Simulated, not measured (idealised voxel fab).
process module | voxel capacitor over wiring
cross-section cut | 250 nm wide | cells 5 nm
A cross-section is a grid of square cells, given in bands from the top down. A band is one or more rows of cells.
Each band's line starts with the height of the band's top and of its bottom, in nm. Then come its materials from left to right, each with its width in nm. One material with "throughout" fills the band from edge to edge. "air" is empty space.
Height 0 is the level under which the wafer as received is all one material. The lowest band goes on downwards, as in "0 down".
A width such as "30 to 40" changes by the same amount from each row of cells to the next, from the band's top row to its bottom row.
"no change" after a step means that no cell of the cross-section changed.
closed voids: empty space of 8 cells or more with no open way to the top, each as width x height at its distance from the left edge, in nm
after a step's settings: what the simulator itself notes on the step
overlay nm, on a step with a mask: how far to the right of its planned place the mask lay; to the left if negative
plan
1 op RECEIVE | material Si
2 op CONFORMAL_DEP | material SiO2 | thk nm 15
3 op CONFORMAL_DEP | material SiCN | thk nm 5
4 op DIRECTIONAL_DEP | material lowk | thk nm 15
5 op DIRECTIONAL_DEP | material aC | thk nm 15
6 op PATTERN | tone open | mask id METAL_1 | material resist | width nm 30 | pitch nm 90 | thk nm 30 | overlay nm 0
7 op DIRECTIONAL_ETCH | etch materials aC | depth nm 15
8 op STRIP | etch materials resist
9 op DIRECTIONAL_ETCH | etch materials lowk | depth nm 15
10 op DIRECTIONAL_ETCH | etch materials SiCN | depth nm 5
11 op STRIP | etch materials aC
12 op CONFORMAL_DEP | material TiN | thk nm 5
13 op FILL_DEP | material Cu | thk nm 10
14 op CMP | height nm 35
15 op CONFORMAL_DEP | material SiCN | thk nm 5
16 op DIRECTIONAL_DEP | material SiO2 | thk nm 15
17 op MASKED_ETCH | tone open | mask id PLUG_1 | width nm 15 | etch materials SiO2 | depth nm 15 | overlay nm 0
18 op MASKED_ETCH | tone open | mask id PLUG_1 | width nm 15 | etch materials SiCN | depth nm 5 | overlay nm 0
19 op EPI | material Ru | thk nm 10
20 op EPI | material Ru | thk nm 10
21 op DIRECTIONAL_DEP | material TiN | thk nm 10
22 op DIRECTIONAL_DEP | material Al2O3 | thk nm 5
23 op DIRECTIONAL_DEP | material TiN | thk nm 10
24 op MASKED_ETCH | tone cover | mask id UPPER_PLATE | width nm 65 | etch materials TiN | depth nm 10 | overlay nm 0
25 op MASKED_ETCH | tone cover | mask id UPPER_PLATE | width nm 65 | etch materials Al2O3 | depth nm 5 | overlay nm 0
26 op PATTERN | tone cover | mask id LOWER_PLATE | material resist | width nm 75 | thk nm 20 | overlay nm 0
27 op DIRECTIONAL_ETCH | etch materials TiN | depth nm 10
28 op STRIP | etch materials resist
29 op FILL_DEP | material SiO2 | thk nm 15
30 op CMP | height nm 90
31 op PATTERN | tone open | mask id PLUG_2 | material resist | width nm 15 | thk nm 15 | overlay nm 0
32 op DIRECTIONAL_ETCH | etch materials SiO2 | depth nm 10
33 op STRIP | etch materials resist
34 op CONFORMAL_DEP | material TiN | thk nm 5
35 op FILL_DEP | material Ru | thk nm 5
36 op CMP | height nm 90
37 op CONFORMAL_DEP | material SiCN | thk nm 5
as received, after step 1
  0 down: Si throughout
  closed voids: none
a wafer at the end: this start, this plan, one mistake
  95 to 90: SiCN throughout
  90 to 80: SiO2 80 | TiN 65 | SiO2 105
  80 to 75: SiO2 80 | Al2O3 65 | SiO2 105
  75 to 65: Al2O3 throughout
  65 to 55: TiN throughout
  55 to 40: SiO2 80 | Ru 15 | SiO2 155
  40 to 35: SiCN 80 | Ru 15 | SiCN 155
  35 to 20: lowk 65 | TiN 5 | Cu 20 | TiN 5 | lowk 60 | TiN 5 | Cu 20 | TiN 5 | lowk 65
  20 to 15: SiCN 65 | TiN 30 | SiCN 60 | TiN 30 | SiCN 65
  15 to 0: SiO2 throughout
  0 down: Si throughout
  closed voids: none
what went wrong: step 22 ran as: op DIRECTIONAL_DEP | material Al2O3 | thk nm 15
